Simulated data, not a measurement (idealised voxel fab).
Herein follows the process module entitled voxel transistor to metal.
It is cross-section cut that appears here, measuring 210 nm in width, its square cells being 5 nm in size.
In what follows, cross-sections appear as grids of square cells, described through bands that run from the top down, where every band is one or more rows of cells.
The entry gives the band's vertical extent as a top height and a bottom height in nm, then its horizontal make-up as materials from left to right, each with a width in nm. "blank" stands for empty space; a single material marked "full width" fills the band edge to edge.
Measure heights from 0. That's the level where, below it, the as-received wafer is all one material. The lowest band is bottomless and extends downward; write it as in "0 and below".
Top row gets the first number, bottom row gets the second, and each row in between changes by the same step: that is how a band width like "30 to 40" works.
It should be understood that the words "left unchanged", when stated for a given step, signify that the cross-section underwent no change in any of its cells during that step.
"Sealed void inventory" means: voids of 8 cells or more that are shut off from the top with no open way through. Written width x height at distance, distance from the left edge, in nm.
Heads up: the bit after the settings on a step's line is the simulator's remark on that step.
You can add "overlay nm" to a step's line. For a step with a mask, it describes how far the mask lay to the right of its planned position, and a negative number describes a lay to the left.
Each pair of cross-sections that follows straddles one process step: the one shows the state before the step, the other the state after it, down to the lowest band that changed and no further. The step in question, and its settings, are given under the pair. Note that a pair is not necessarily a continuation of the pair above it, since pairs can come from different runs of this module on the same starting wafer; it is a continuation only where its entry headed "Pre-step snapshot" says so.

## Pre-step snapshot
* 0 and below: Si full width
* Sealed void inventory: none

## Post-Step Section View
* 5 down to 0: SiO2 full width
* Below 0, the layers are the same as they were.
* Sealed void inventory: none
Which process step falls between the two cross-sections above? CONFORMAL_DEP, material SiO2, thk nm 5

Pre-step snapshot: The initial state for this step is given by the after cross-section of the immediately preceding pair.

## Post-Step Section View
* 15 down to 5: SiN full width
* Below 5, the layers are the same as they were.
* Sealed void inventory: none
Which process step falls between the two cross-sections above? CONFORMAL_DEP, material SiN, thk nm 10

Pre-step snapshot: The initial state for this step is given by the after cross-section of the immediately preceding pair.

## Post-Step Section View
* 15 down to 5: blank 45, SiN 115, blank 50
* Below 5, the layers are the same as they were.
* Sealed void inventory: none
Which process step falls between the two cross-sections above? MASKED_ETCH, tone cover, mask id ACTIVE, width nm 115, etch materials SiN, depth nm 10, overlay nm 0

Pre-step snapshot: The initial state for this step is given by the after cross-section of the immediately preceding pair.

## Post-Step Section View
* 15 down to 5: blank 45, SiN 115, blank 50
* 5 down to 0: blank 45, SiO2 115, blank 50
* Below 0, the layers are the same as they were.
* Sealed void inventory: none
Which process step falls between the two cross-sections above? MASKED_ETCH, tone cover, mask id ACTIVE, width nm 115, etch materials SiO2, depth nm 5, overlay nm 0

Pre-step snapshot: The initial state for this step is given by the after cross-section of the immediately preceding pair.

## Post-Step Section View
* 15 down to 5: blank 45, SiN 115, blank 50
* 5 down to 0: blank 45, SiO2 115, blank 50
* 0 down to -35: blank 45, Si 115, blank 50
* Below -35, the layers are the same as they were.
* Sealed void inventory: none
Which process step falls between the two cross-sections above? MASKED_ETCH, tone cover, mask id ACTIVE, width nm 115, etch materials Si, depth nm 35, overlay nm 0

Pre-step snapshot: The initial state for this step is given by the after cross-section of the immediately preceding pair.

## Post-Step Section View
* 15 down to 5: blank 45, SiN 115, blank 50
* 5 down to 0: blank 45, SiO2 115, blank 50
* 0 down to -35: blank 45, SiO2 5, Si 105, SiO2 5, blank 50
* -35 down to -40: SiO2 50, Si 105, SiO2 55
* Below -40, the layers are the same as they were.
* Sealed void inventory: none
Which process step falls between the two cross-sections above? OXIDIZE, depth nm 5

Pre-step snapshot: The initial state for this step is given by the after cross-section of the immediately preceding pair.

## Post-Step Section View
* 30 down to 15: SiO2 full width
* 15 down to 5: SiO2 45, SiN 115, SiO2 50
* 5 down to 0: SiO2 full width
* 0 down to -40: SiO2 50, Si 105, SiO2 55
* Below -40, the layers are the same as they were.
* Sealed void inventory: none
Which process step falls between the two cross-sections above? FILL_DEP, material SiO2, thk nm 15

Pre-step snapshot: The initial state for this step is given by the after cross-section of the immediately preceding pair.

## Post-Step Section View
* 15 down to 5: SiO2 45, SiN 115, SiO2 50
* Below 5, the layers are the same as they were.
* Sealed void inventory: none
Which process step falls between the two cross-sections above? CMP, height nm 15

Pre-step snapshot: The initial state for this step is given by the after cross-section of the immediately preceding pair.

## Post-Step Section View
* 15 down to 10: blank 45, SiN 115, blank 50
* Below 10, the layers are the same as they were.
* Sealed void inventory: none
Which process step falls between the two cross-sections above? SELECTIVE_ETCH, etch materials SiO2, depth nm 5

Pre-step snapshot: The initial state for this step is given by the after cross-section of the immediately preceding pair.

## Post-Step Section View
* 10 down to 5: SiO2 45, blank 115, SiO2 50
* Below 5, the layers are the same as they were.
* Sealed void inventory: none
Which process step falls between the two cross-sections above? STRIP, etch materials SiN

Pre-step snapshot: The initial state for this step is given by the after cross-section of the immediately preceding pair.

## Post-Step Section View
* 5 down to 0: SiO2 40, blank 125, SiO2 45
* Below 0, the layers are the same as they were.
* Sealed void inventory: none
Which process step falls between the two cross-sections above? SELECTIVE_ETCH, etch materials SiO2, depth nm 5

Pre-step snapshot: The initial state for this step is given by the after cross-section of the immediately preceding pair.

## Post-Step Section View
* 5 down to 0: SiO2 40, blank 125, SiO2 45
* 0 down to -5: SiO2 full width
* Below -5, the layers are the same as they were.
* Sealed void inventory: none
Which process step falls between the two cross-sections above? OXIDIZE, depth nm 5

Pre-step snapshot: The initial state for this step is given by the after cross-section of the immediately preceding pair.

## Post-Step Section View
* 35 down to 30: polySi 40, blank 125, polySi 45
* 30 down to 5: polySi full width
* 5 down to 0: SiO2 40, polySi 125, SiO2 45
* Below 0, the layers are the same as they were.
* Sealed void inventory: none
Which process step falls between the two cross-sections above? DIRECTIONAL_DEP, material polySi, thk nm 30

Pre-step snapshot: The initial state for this step is given by the after cross-section of the immediately preceding pair.

## Post-Step Section View
* 45 down to 40: SiCN 40, blank 125, SiCN 45
* 40 down to 35: SiCN full width
* 35 down to 30: polySi 40, SiCN 125, polySi 45
* Below 30, the layers are the same as they were.
* Sealed void inventory: none
Which process step falls between the two cross-sections above? DIRECTIONAL_DEP, material SiCN, thk nm 10

Pre-step snapshot: The initial state for this step is given by the after cross-section of the immediately preceding pair.

## Post-Step Section View
* 60 down to 45: blank 90, resist 25, blank 95
* 45 down to 40: SiCN 40, blank 50, resist 25, blank 50, SiCN 45
* Below 40, the layers are the same as they were.
* Sealed void inventory: none
Which process step falls between the two cross-sections above? PATTERN, tone cover, mask id GATE, material resist, width nm 25, thk nm 15, overlay nm 0

Pre-step snapshot: The initial state for this step is given by the after cross-section of the immediately preceding pair.

## Post-Step Section View
* 60 down to 40: blank 90, resist 25, blank 95
* 40 down to 35: blank 90, SiCN 25, blank 95
* 35 down to 30: polySi 40, blank 50, SiCN 25, blank 50, polySi 45
* Below 30, the layers are the same as they were.
* Sealed void inventory: none
Which process step falls between the two cross-sections above? DIRECTIONAL_ETCH, etch materials SiCN, depth nm 20

Pre-step snapshot: The initial state for this step is given by the after cross-section of the immediately preceding pair.

## Post-Step Section View
* 60 down to 40: blank 90, resist 25, blank 95
* 40 down to 30: blank 90, SiCN 25, blank 95
* 30 down to 5: blank 90, polySi 25, blank 95
* 5 down to 0: SiO2 40, blank 50, polySi 25, blank 50, SiO2 45
* Below 0, the layers are the same as they were.
* Sealed void inventory: none
Which process step falls between the two cross-sections above? DIRECTIONAL_ETCH, etch materials polySi, depth nm 40

Pre-step snapshot: The initial state for this step is given by the after cross-section of the immediately preceding pair.

## Post-Step Section View
* 40 down to 30: blank 90, SiCN 25, blank 95
* Below 30, the layers are the same as they were.
* Sealed void inventory: none
Which process step falls between the two cross-sections above? STRIP, etch materials resist

Pre-step snapshot: The initial state for this step is given by the after cross-section of the immediately preceding pair.

## Post-Step Section View
* 50 down to 40: blank 80, SiN 45, blank 85
* 40 down to 30: blank 80, SiN 10, SiCN 25, SiN 10, blank 85
* 30 down to 15: blank 80, SiN 10, polySi 25, SiN 10, blank 85
* 15 down to 10: SiN 50, blank 30, SiN 10, polySi 25, SiN 10, blank 30, SiN 55
* 10 down to 5: SiN 90, polySi 25, SiN 95
* 5 down to 0: SiO2 40, SiN 50, polySi 25, SiN 50, SiO2 45
* Below 0, the layers are the same as they were.
* Sealed void inventory: none
Which process step falls between the two cross-sections above? CONFORMAL_DEP, material SiN, thk nm 10

Pre-step snapshot: The initial state for this step is given by the after cross-section of the immediately preceding pair.

## Post-Step Section View
* 40 down to 30: blank 80, SiN 10, SiCN 25, SiN 10, blank 85
* 30 down to 5: blank 80, SiN 10, polySi 25, SiN 10, blank 85
* 5 down to 0: SiO2 40, SiN 10, blank 30, SiN 10, polySi 25, SiN 10, blank 30, SiN 10, SiO2 45
* Below 0, the layers are the same as they were.
* Sealed void inventory: none
Which process step falls between the two cross-sections above? DIRECTIONAL_ETCH, etch materials SiN, depth nm 10

Pre-step snapshot: The initial state for this step is given by the after cross-section of the immediately preceding pair.

## Post-Step Section View
* 40 down to 30: blank 80, SiN 10, SiCN 25, SiN 10, blank 85
* 30 down to 5: blank 80, SiN 10, polySi 25, SiN 10, blank 85
* 5 down to 0: blank 40, SiN 10, blank 30, SiN 10, polySi 25, SiN 10, blank 30, SiN 10, blank 45
* 0 down to -5: SiO2 50, blank 30, SiO2 45, blank 30, SiO2 55
* Below -5, the layers are the same as they were.
* Sealed void inventory: none
Which process step falls between the two cross-sections above? DIRECTIONAL_ETCH, etch materials SiO2, depth nm 5

Pre-step snapshot: The initial state for this step is given by the after cross-section of the immediately preceding pair.

## Post-Step Section View
* 40 down to 30: blank 80, SiN 10, SiCN 25, SiN 10, blank 85
* 30 down to 5: blank 80, SiN 10, polySi 25, SiN 10, blank 85
* 5 down to 0: blank 40, SiN 10, blank 30, SiN 10, polySi 25, SiN 10, blank 30, SiN 10, blank 45
* 0 down to -5: SiO2 50, nSi 30, SiO2 45, nSi 30, SiO2 55
* Below -5, the layers are the same as they were.
* Sealed void inventory: none
Which process step falls between the two cross-sections above? EPI, material nSi, thk nm 5

Pre-step snapshot: The initial state for this step is given by the after cross-section of the immediately preceding pair.

## Post-Step Section View
* 45 down to 40: SiO2 full width
* 40 down to 30: SiO2 80, SiN 10, SiCN 25, SiN 10, SiO2 85
* 30 down to 5: SiO2 80, SiN 10, polySi 25, SiN 10, SiO2 85
* 5 down to 0: SiO2 40, SiN 10, SiO2 30, SiN 10, polySi 25, SiN 10, SiO2 30, SiN 10, SiO2 45
* Below 0, the layers are the same as they were.
* Sealed void inventory: none
Which process step falls between the two cross-sections above? FILL_DEP, material SiO2, thk nm 5

Pre-step snapshot: The initial state for this step is given by the after cross-section of the immediately preceding pair.

## Post-Step Section View
* 40 down to 30: SiO2 80, SiN 10, SiCN 25, SiN 10, SiO2 85
* Below 30, the layers are the same as they were.
* Sealed void inventory: none
Which process step falls between the two cross-sections above? CMP, height nm 40

Pre-step snapshot: The initial state for this step is given by the after cross-section of the immediately preceding pair.

## Post-Step Section View
* 50 down to 40: SiO2 full width
* Below 40, the layers are the same as they were.
* Sealed void inventory: none
Which process step falls between the two cross-sections above? DIRECTIONAL_DEP, material SiO2, thk nm 10

Pre-step snapshot: The initial state for this step is given by the after cross-section of the immediately preceding pair.

## Post-Step Section View
* 60 down to 50: aC full width
* Below 50, the layers are the same as they were.
* Sealed void inventory: none
Which process step falls between the two cross-sections above? DIRECTIONAL_DEP, material aC, thk nm 10

Pre-step snapshot: The initial state for this step is given by the after cross-section of the immediately preceding pair.

## Post-Step Section View
* 90 down to 60: resist 55, blank 20, resist 55, blank 20, resist 60
* Below 60, the layers are the same as they were.
* Sealed void inventory: none
Which process step falls between the two cross-sections above? PATTERN, tone open, mask id CONTACT, material resist, width nm 20, pitch nm 75, thk nm 30, overlay nm 0

Pre-step snapshot: The initial state for this step is given by the after cross-section of the immediately preceding pair.

## Post-Step Section View
* 80 down to 60: resist 55, blank 20, resist 55, blank 20, resist 60
* 60 down to 50: aC 55, blank 20, aC 55, blank 20, aC 60
* Below 50, the layers are the same as they were.
* Sealed void inventory: none
Which process step falls between the two cross-sections above? DIRECTIONAL_ETCH, etch materials aC, depth nm 10

Pre-step snapshot: The initial state for this step is given by the after cross-section of the immediately preceding pair.

## Post-Step Section View
* 60 down to 50: aC 55, blank 20, aC 55, blank 20, aC 60
* Below 50, the layers are the same as they were.
* Sealed void inventory: none
Which process step falls between the two cross-sections above? STRIP, etch materials resist

Pre-step snapshot: The initial state for this step is given by the after cross-section of the immediately preceding pair.

## Post-Step Section View
* 60 down to 50: aC 55, blank 20, aC 55, blank 20, aC 60
* 50 down to 40: SiO2 55, blank 20, SiO2 55, blank 20, SiO2 60
* 40 down to 30: SiO2 55, blank 20, SiO2 5, SiN 10, SiCN 25, SiN 10, SiO2 5, blank 20, SiO2 60
* 30 down to 5: SiO2 55, blank 20, SiO2 5, SiN 10, polySi 25, SiN 10, SiO2 5, blank 20, SiO2 60
* 5 down to 0: SiO2 40, SiN 10, SiO2 5, blank 20, SiO2 5, SiN 10, polySi 25, SiN 10, SiO2 5, blank 20, SiO2 5, SiN 10, SiO2 45
* Below 0, the layers are the same as they were.
* Sealed void inventory: none
Which process step falls between the two cross-sections above? DIRECTIONAL_ETCH, etch materials SiO2, depth nm 50

Pre-step snapshot: The initial state for this step is given by the after cross-section of the immediately preceding pair.

## Post-Step Section View
* 50 down to 40: SiO2 55, blank 20, SiO2 55, blank 20, SiO2 60
* Below 40, the layers are the same as they were.
* Sealed void inventory: none
Which process step falls between the two cross-sections above? STRIP, etch materials aC

Pre-step snapshot: The initial state for this step is given by the after cross-section of the immediately preceding pair.

## Post-Step Section View
* 55 down to 50: TiN 60, blank 10, TiN 65, blank 10, TiN 65
* 50 down to 40: SiO2 55, TiN 5, blank 10, TiN 5, SiO2 55, TiN 5, blank 10, TiN 5, SiO2 60
* 40 down to 30: SiO2 55, TiN 5, blank 10, TiN 5, SiO2 5, SiN 10, SiCN 25, SiN 10, SiO2 5, TiN 5, blank 10, TiN 5, SiO2 60
* 30 down to 5: SiO2 55, TiN 5, blank 10, TiN 5, SiO2 5, SiN 10, polySi 25, SiN 10, SiO2 5, TiN 5, blank 10, TiN 5, SiO2 60
* 5 down to 0: SiO2 40, SiN 10, SiO2 5, TiN 20, SiO2 5, SiN 10, polySi 25, SiN 10, SiO2 5, TiN 20, SiO2 5, SiN 10, SiO2 45
* Below 0, the layers are the same as they were.
* Sealed void inventory: none
Which process step falls between the two cross-sections above? CONFORMAL_DEP, material TiN, thk nm 5

Pre-step snapshot: The initial state for this step is given by the after cross-section of the immediately preceding pair.

## Post-Step Section View
* 60 down to 55: Ru full width
* 55 down to 50: TiN 60, Ru 10, TiN 65, Ru 10, TiN 65
* 50 down to 40: SiO2 55, TiN 5, Ru 10, TiN 5, SiO2 55, TiN 5, Ru 10, TiN 5, SiO2 60
* 40 down to 30: SiO2 55, TiN 5, Ru 10, TiN 5, SiO2 5, SiN 10, SiCN 25, SiN 10, SiO2 5, TiN 5, Ru 10, TiN 5, SiO2 60
* 30 down to 5: SiO2 55, TiN 5, Ru 10, TiN 5, SiO2 5, SiN 10, polySi 25, SiN 10, SiO2 5, TiN 5, Ru 10, TiN 5, SiO2 60
* Below 5, the layers are the same as they were.
* Sealed void inventory: none
Which process step falls between the two cross-sections above? FILL_DEP, material Ru, thk nm 5

Pre-step snapshot: The initial state for this step is given by the after cross-section of the immediately preceding pair.

## Post-Step Section View
* 50 down to 40: SiO2 55, TiN 5, Ru 10, TiN 5, SiO2 55, TiN 5, Ru 10, TiN 5, SiO2 60
* Below 40, the layers are the same as they were.
* Sealed void inventory: none
Which process step falls between the two cross-sections above? CMP, height nm 50

Pre-step snapshot: The initial state for this step is given by the after cross-section of the immediately preceding pair.

## Post-Step Section View
* 55 down to 50: SiCN full width
* Below 50, the layers are the same as they were.
* Sealed void inventory: none
Which process step falls between the two cross-sections above? CONFORMAL_DEP, material SiCN, thk nm 5

Pre-step snapshot: The initial state for this step is given by the after cross-section of the immediately preceding pair.

## Post-Step Section View
* 70 down to 55: lowk full width
* Below 55, the layers are the same as they were.
* Sealed void inventory: none
Which process step falls between the two cross-sections above? DIRECTIONAL_DEP, material lowk, thk nm 15

Pre-step snapshot: The initial state for this step is given by the after cross-section of the immediately preceding pair.

## Post-Step Section View
* 90 down to 70: resist 55, blank 20, resist 55, blank 20, resist 60
* Below 70, the layers are the same as they were.
* Sealed void inventory: none
Which process step falls between the two cross-sections above? PATTERN, tone open, mask id METAL_1, material resist, width nm 20, pitch nm 75, thk nm 20, overlay nm 0

Pre-step snapshot: The initial state for this step is given by the after cross-section of the immediately preceding pair.

## Post-Step Section View
* 90 down to 70: resist 55, blank 20, resist 55, blank 20, resist 60
* 70 down to 55: lowk 55, blank 20, lowk 55, blank 20, lowk 60
* Below 55, the layers are the same as they were.
* Sealed void inventory: none
Which process step falls between the two cross-sections above? DIRECTIONAL_ETCH, etch materials lowk, depth nm 15

Pre-step snapshot: The initial state for this step is given by the after cross-section of the immediately preceding pair.

## Post-Step Section View
* 90 down to 70: resist 55, blank 20, resist 55, blank 20, resist 60
* 70 down to 55: lowk 55, blank 20, lowk 55, blank 20, lowk 60
* 55 down to 50: SiCN 55, blank 20, SiCN 55, blank 20, SiCN 60
* Below 50, the layers are the same as they were.
* Sealed void inventory: none
Which process step falls between the two cross-sections above? DIRECTIONAL_ETCH, etch materials SiCN, depth nm 5

Pre-step snapshot: The initial state for this step is given by the after cross-section of the immediately preceding pair.

## Post-Step Section View
* 70 down to 55: lowk 55, blank 20, lowk 55, blank 20, lowk 60
* Below 55, the layers are the same as they were.
* Sealed void inventory: none
Which process step falls between the two cross-sections above? STRIP, etch materials resist

Pre-step snapshot: The initial state for this step is given by the after cross-section of the immediately preceding pair.

## Post-Step Section View
* 75 down to 70: TiN 60, blank 10, TiN 65, blank 10, TiN 65
* 70 down to 55: lowk 55, TiN 5, blank 10, TiN 5, lowk 55, TiN 5, blank 10, TiN 5, lowk 60
* 55 down to 50: SiCN 55, TiN 20, SiCN 55, TiN 20, SiCN 60
* Below 50, the layers are the same as they were.
* Sealed void inventory: none
Which process step falls between the two cross-sections above? CONFORMAL_DEP, material TiN, thk nm 5

Pre-step snapshot: The initial state for this step is given by the after cross-section of the immediately preceding pair.

## Post-Step Section View
* 80 down to 75: W full width
* 75 down to 70: TiN 60, W 10, TiN 65, W 10, TiN 65
* 70 down to 55: lowk 55, TiN 5, W 10, TiN 5, lowk 55, TiN 5, W 10, TiN 5, lowk 60
* Below 55, the layers are the same as they were.
* Sealed void inventory: none
Which process step falls between the two cross-sections above? FILL_DEP, material W, thk nm 5

Pre-step snapshot: The initial state for this step is given by the after cross-section of the immediately preceding pair.

## Post-Step Section View
* 70 down to 55: lowk 55, TiN 5, W 10, TiN 5, lowk 55, TiN 5, W 10, TiN 5, lowk 60
* Below 55, the layers are the same as they were.
* Sealed void inventory: none
Which process step falls between the two cross-sections above? CMP, height nm 70

Pre-step snapshot: The initial state for this step is given by the after cross-section of the immediately preceding pair.

## Post-Step Section View
* 75 down to 70: SiN full width
* Below 70, the layers are the same as they were.
* Sealed void inventory: none
Which process step falls between the two cross-sections above? CONFORMAL_DEP, material SiN, thk nm 5

## Pre-step snapshot
* 30 down to 15: SiO2 full width
* 15 down to 5: SiO2 45, SiN 115, SiO2 50
* 5 down to 0: SiO2 full width
* 0 down to -40: SiO2 50, Si 105, SiO2 55
* -40 and below: Si full width
* Sealed void inventory: none

## Post-Step Section View
* 25 down to 15: SiO2 full width
* Below 15, the layers are the same as they were.
* Sealed void inventory: none
Which process step falls between the two cross-sections above? SELECTIVE_ETCH, etch materials SiO2, depth nm 5

Pre-step snapshot: The initial state for this step is given by the after cross-section of the immediately preceding pair.

## Post-Step Section View
* 20 down to 15: SiO2 full width
* Below 15, the layers are the same as they were.
* Sealed void inventory: none
Which process step falls between the two cross-sections above? SELECTIVE_ETCH, etch materials SiO2, depth nm 5

Pre-step snapshot: The initial state for this step is given by the after cross-section of the immediately preceding pair.

## Post-Step Section View
* 50 down to 20: polySi full width
* Below 20, the layers are the same as they were.
* Sealed void inventory: none
Which process step falls between the two cross-sections above? DIRECTIONAL_DEP, material polySi, thk nm 30

Pre-step snapshot: The initial state for this step is given by the after cross-section of the immediately preceding pair.

## Post-Step Section View
* 60 down to 50: SiCN full width
* Below 50, the layers are the same as they were.
* Sealed void inventory: none
Which process step falls between the two cross-sections above? DIRECTIONAL_DEP, material SiCN, thk nm 10

Pre-step snapshot: The initial state for this step is given by the after cross-section of the immediately preceding pair.

## Post-Step Section View
* 75 down to 60: blank 90, resist 25, blank 95
* Below 60, the layers are the same as they were.
* Sealed void inventory: none
Which process step falls between the two cross-sections above? PATTERN, tone cover, mask id GATE, material resist, width nm 25, thk nm 15, overlay nm 0

Pre-step snapshot: The initial state for this step is given by the after cross-section of the immediately preceding pair.

## Post-Step Section View
* 75 down to 60: blank 90, resist 25, blank 95
* 60 down to 50: blank 90, SiCN 25, blank 95
* Below 50, the layers are the same as they were.
* Sealed void inventory: none
Which process step falls between the two cross-sections above? DIRECTIONAL_ETCH, etch materials SiCN, depth nm 20

Pre-step snapshot: The initial state for this step is given by the after cross-section of the immediately preceding pair.

## Post-Step Section View
* 75 down to 60: blank 90, resist 25, blank 95
* 60 down to 50: blank 90, SiCN 25, blank 95
* 50 down to 20: blank 90, polySi 25, blank 95
* Below 20, the layers are the same as they were.
* Sealed void inventory: none
Which process step falls between the two cross-sections above? DIRECTIONAL_ETCH, etch materials polySi, depth nm 40

Pre-step snapshot: The initial state for this step is given by the after cross-section of the immediately preceding pair.

## Post-Step Section View
* 60 down to 50: blank 90, SiCN 25, blank 95
* Below 50, the layers are the same as they were.
* Sealed void inventory: none
Which process step falls between the two cross-sections above? STRIP, etch materials resist

Pre-step snapshot: The initial state for this step is given by the after cross-section of the immediately preceding pair.

## Post-Step Section View
* 70 down to 60: blank 80, SiN 45, blank 85
* 60 down to 50: blank 80, SiN 10, SiCN 25, SiN 10, blank 85
* 50 down to 30: blank 80, SiN 10, polySi 25, SiN 10, blank 85
* 30 down to 20: SiN 90, polySi 25, SiN 95
* Below 20, the layers are the same as they were.
* Sealed void inventory: none
Which process step falls between the two cross-sections above? CONFORMAL_DEP, material SiN, thk nm 10

Pre-step snapshot: The initial state for this step is given by the after cross-section of the immediately preceding pair.

## Post-Step Section View
* 60 down to 50: blank 80, SiN 10, SiCN 25, SiN 10, blank 85
* 50 down to 20: blank 80, SiN 10, polySi 25, SiN 10, blank 85
* Below 20, the layers are the same as they were.
* Sealed void inventory: none
Which process step falls between the two cross-sections above? DIRECTIONAL_ETCH, etch materials SiN, depth nm 10

Pre-step snapshot: The initial state for this step is given by the after cross-section of the immediately preceding pair.

## Post-Step Section View
* 60 down to 50: blank 80, SiN 10, SiCN 25, SiN 10, blank 85
* 50 down to 20: blank 80, SiN 10, polySi 25, SiN 10, blank 85
* 20 down to 15: blank 80, SiO2 45, blank 85
* Below 15, the layers are the same as they were.
* Sealed void inventory: none
Which process step falls between the two cross-sections above? DIRECTIONAL_ETCH, etch materials SiO2, depth nm 5

Pre-step snapshot: The initial state for this step is given by the after cross-section of the immediately preceding pair.

## Post-Step Section View
* 65 down to 60: SiO2 full width
* 60 down to 50: SiO2 80, SiN 10, SiCN 25, SiN 10, SiO2 85
* 50 down to 20: SiO2 80, SiN 10, polySi 25, SiN 10, SiO2 85
* 20 down to 15: SiO2 full width
* Below 15, the layers are the same as they were.
* Sealed void inventory: none
Which process step falls between the two cross-sections above? FILL_DEP, material SiO2, thk nm 5

Pre-step snapshot: The initial state for this step is given by the after cross-section of the immediately preceding pair.

## Post-Step Section View
* 40 down to 20: SiO2 80, SiN 10, polySi 25, SiN 10, SiO2 85
* Below 20, the layers are the same as they were.
* Sealed void inventory: none
Which process step falls between the two cross-sections above? CMP, height nm 40

Pre-step snapshot: The initial state for this step is given by the after cross-section of the immediately preceding pair.

## Post-Step Section View
* 50 down to 40: SiO2 full width
* Below 40, the layers are the same as they were.
* Sealed void inventory: none
Which process step falls between the two cross-sections above? DIRECTIONAL_DEP, material SiO2, thk nm 10

Pre-step snapshot: The initial state for this step is given by the after cross-section of the immediately preceding pair.

## Post-Step Section View
* 60 down to 50: aC full width
* Below 50, the layers are the same as they were.
* Sealed void inventory: none
Which process step falls between the two cross-sections above? DIRECTIONAL_DEP, material aC, thk nm 10

Pre-step snapshot: The initial state for this step is given by the after cross-section of the immediately preceding pair.

## Post-Step Section View
* 90 down to 60: resist 55, blank 20, resist 55, blank 20, resist 60
* Below 60, the layers are the same as they were.
* Sealed void inventory: none
Which process step falls between the two cross-sections above? PATTERN, tone open, mask id CONTACT, material resist, width nm 20, pitch nm 75, thk nm 30, overlay nm 0

Pre-step snapshot: The initial state for this step is given by the after cross-section of the immediately preceding pair.

## Post-Step Section View
* 80 down to 60: resist 55, blank 20, resist 55, blank 20, resist 60
* 60 down to 50: aC 55, blank 20, aC 55, blank 20, aC 60
* Below 50, the layers are the same as they were.
* Sealed void inventory: none
Which process step falls between the two cross-sections above? DIRECTIONAL_ETCH, etch materials aC, depth nm 10

Pre-step snapshot: The initial state for this step is given by the after cross-section of the immediately preceding pair.

## Post-Step Section View
* 60 down to 50: aC 55, blank 20, aC 55, blank 20, aC 60
* Below 50, the layers are the same as they were.
* Sealed void inventory: none
Which process step falls between the two cross-sections above? STRIP, etch materials resist

Pre-step snapshot: The initial state for this step is given by the after cross-section of the immediately preceding pair.

## Post-Step Section View
* 60 down to 50: aC 55, blank 20, aC 55, blank 20, aC 60
* 50 down to 40: SiO2 55, blank 20, SiO2 55, blank 20, SiO2 60
* 40 down to 20: SiO2 55, blank 20, SiO2 5, SiN 10, polySi 25, SiN 10, SiO2 5, blank 20, SiO2 60
* 20 down to 15: SiO2 55, blank 20, SiO2 55, blank 20, SiO2 60
* Below 15, the layers are the same as they were.
* Sealed void inventory: none
Which process step falls between the two cross-sections above? DIRECTIONAL_ETCH, etch materials SiO2, depth nm 50

Pre-step snapshot: The initial state for this step is given by the after cross-section of the immediately preceding pair.

## Post-Step Section View
* 50 down to 40: SiO2 55, blank 20, SiO2 55, blank 20, SiO2 60
* Below 40, the layers are the same as they were.
* Sealed void inventory: none
Which process step falls between the two cross-sections above? STRIP, etch materials aC

Pre-step snapshot: The initial state for this step is given by the after cross-section of the immediately preceding pair.

## Post-Step Section View
* 55 down to 50: TiN 60, blank 10, TiN 65, blank 10, TiN 65
* 50 down to 40: SiO2 55, TiN 5, blank 10, TiN 5, SiO2 55, TiN 5, blank 10, TiN 5, SiO2 60
* 40 down to 20: SiO2 55, TiN 5, blank 10, TiN 5, SiO2 5, SiN 10, polySi 25, SiN 10, SiO2 5, TiN 5, blank 10, TiN 5, SiO2 60
* 20 down to 15: SiO2 55, TiN 20, SiO2 55, TiN 20, SiO2 60
* Below 15, the layers are the same as they were.
* Sealed void inventory: none
Which process step falls between the two cross-sections above? CONFORMAL_DEP, material TiN, thk nm 5

Pre-step snapshot: The initial state for this step is given by the after cross-section of the immediately preceding pair.

## Post-Step Section View
* 60 down to 55: Ru full width
* 55 down to 50: TiN 60, Ru 10, TiN 65, Ru 10, TiN 65
* 50 down to 40: SiO2 55, TiN 5, Ru 10, TiN 5, SiO2 55, TiN 5, Ru 10, TiN 5, SiO2 60
* 40 down to 20: SiO2 55, TiN 5, Ru 10, TiN 5, SiO2 5, SiN 10, polySi 25, SiN 10, SiO2 5, TiN 5, Ru 10, TiN 5, SiO2 60
* Below 20, the layers are the same as they were.
* Sealed void inventory: none
Which process step falls between the two cross-sections above? FILL_DEP, material Ru, thk nm 5

Pre-step snapshot: The initial state for this step is given by the after cross-section of the immediately preceding pair.

## Post-Step Section View
* 50 down to 40: SiO2 55, TiN 5, Ru 10, TiN 5, SiO2 55, TiN 5, Ru 10, TiN 5, SiO2 60
* Below 40, the layers are the same as they were.
* Sealed void inventory: none
Which process step falls between the two cross-sections above? CMP, height nm 50

Pre-step snapshot: The initial state for this step is given by the after cross-section of the immediately preceding pair.

## Post-Step Section View
* 55 down to 50: SiCN full width
* Below 50, the layers are the same as they were.
* Sealed void inventory: none
Which process step falls between the two cross-sections above? CONFORMAL_DEP, material SiCN, thk nm 5

Pre-step snapshot: The initial state for this step is given by the after cross-section of the immediately preceding pair.

## Post-Step Section View
* 70 down to 55: lowk full width
* Below 55, the layers are the same as they were.
* Sealed void inventory: none
Which process step falls between the two cross-sections above? DIRECTIONAL_DEP, material lowk, thk nm 15

Pre-step snapshot: The initial state for this step is given by the after cross-section of the immediately preceding pair.

## Post-Step Section View
* 90 down to 70: resist 55, blank 20, resist 55, blank 20, resist 60
* Below 70, the layers are the same as they were.
* Sealed void inventory: none
Which process step falls between the two cross-sections above? PATTERN, tone open, mask id METAL_1, material resist, width nm 20, pitch nm 75, thk nm 20, overlay nm 0

Pre-step snapshot: The initial state for this step is given by the after cross-section of the immediately preceding pair.

## Post-Step Section View
* 90 down to 70: resist 55, blank 20, resist 55, blank 20, resist 60
* 70 down to 55: lowk 55, blank 20, lowk 55, blank 20, lowk 60
* Below 55, the layers are the same as they were.
* Sealed void inventory: none
Which process step falls between the two cross-sections above? DIRECTIONAL_ETCH, etch materials lowk, depth nm 15

Pre-step snapshot: The initial state for this step is given by the after cross-section of the immediately preceding pair.

## Post-Step Section View
* 90 down to 70: resist 55, blank 20, resist 55, blank 20, resist 60
* 70 down to 55: lowk 55, blank 20, lowk 55, blank 20, lowk 60
* 55 down to 50: SiCN 55, blank 20, SiCN 55, blank 20, SiCN 60
* Below 50, the layers are the same as they were.
* Sealed void inventory: none
Which process step falls between the two cross-sections above? DIRECTIONAL_ETCH, etch materials SiCN, depth nm 5

Pre-step snapshot: The initial state for this step is given by the after cross-section of the immediately preceding pair.

## Post-Step Section View
* 70 down to 55: lowk 55, blank 20, lowk 55, blank 20, lowk 60
* Below 55, the layers are the same as they were.
* Sealed void inventory: none
Which process step falls between the two cross-sections above? STRIP, etch materials resist
